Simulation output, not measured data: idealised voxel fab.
process module | voxel released beams
FYI the section here is cut, 265 nm wide, cells are 5 nm squares.
For the purposes of this document, a cross-section shall be understood as a grid of square cells, specified as bands listed in top-to-bottom order, each band consisting of one or more rows of cells. Quick guide to a band line: top height, bottom height (nm) up front; then every material left to right with its width in nm. Only one material and it's marked "throughout"? Then it fills the band edge to edge. And "blank" just means empty space. Where do heights start? At 0: under that level the wafer as delivered is made of one material only. And the lowest band has no floor; it just carries on downward, as in "0 -> down". The expression "30 to 40" gives the width at the extremes of the band, the first number at its top row of cells and the second at its bottom row, with the width changing by equal amounts from each row to the next in between. Where a step carries "no alteration", the cross-section came out of it unchanged, cell for cell. "Closed void register": sealed empty spaces, 8 cells or more, no open way to top, listed width x height at distance, with distance from the left edge and width, height and distance in nm. What comes after the settings on a step's line is commentary from the simulator itself on that step. Among the settings permitted on a step's line is "overlay nm"; applied to a step with a mask, it specifies the extent to which the mask lay to the right of its planned position, whereas a negative figure signifies a position to the left.

Process steps (planned):
1 op RECEIVE | material Si
2 op CONFORMAL_DEP | material SiN | thk nm 10
3 op DIRECTIONAL_DEP | material SiO2 | thk nm 15
4 op PATTERN | tone open | mask id ANCHOR | material resist | width nm 40 | thk nm 15 | overlay nm 0
5 op DIRECTIONAL_ETCH | etch materials SiO2 | depth nm 15
6 op STRIP | etch materials resist
7 op CONFORMAL_DEP | material W | thk nm 15
8 op DIRECTIONAL_DEP | material aC | thk nm 10
9 op PATTERN | tone cover | mask id BEAM | material resist | width nm 90 | thk nm 30 | overlay nm 0
10 op DIRECTIONAL_ETCH | etch materials aC | depth nm 10
11 op STRIP | etch materials resist
12 op DIRECTIONAL_ETCH | etch materials W | depth nm 15
13 op STRIP | etch materials aC
14 op STRIP | etch materials SiO2

The cross-section here shows the wafer as received, i.e. in its state after step 1:
    0 -> down = Si throughout
    Closed void register: none

Sectioned view, first of two wafers, at the close of the module, processed as intended in the plan:
    40 -> 25 = blank (85) | W (20) | blank (10) | W (60) | blank (90)
    25 -> 10 = blank (90) | W (40) | blank (135)
    10 -> 0 = SiN throughout
    0 -> down = Si throughout
    Closed void register: none

End-of-module cross-section of the second wafer: identical starting point and process plan to the first, with one processing mistake:
    15 -> 0 = blank (85) | W (90) | blank (90)
    0 -> down = Si throughout
    Closed void register: none
Nonconformance to the process plan: step 6 was run on a setting that differed from the plan, and what really ran there is op STRIP | etch materials SiN
It is noted that, at the conclusion of processing, the second wafer exhibits a higher or lower cell count for certain materials relative to the first: 106 fewer of SiN, 18 fewer of W
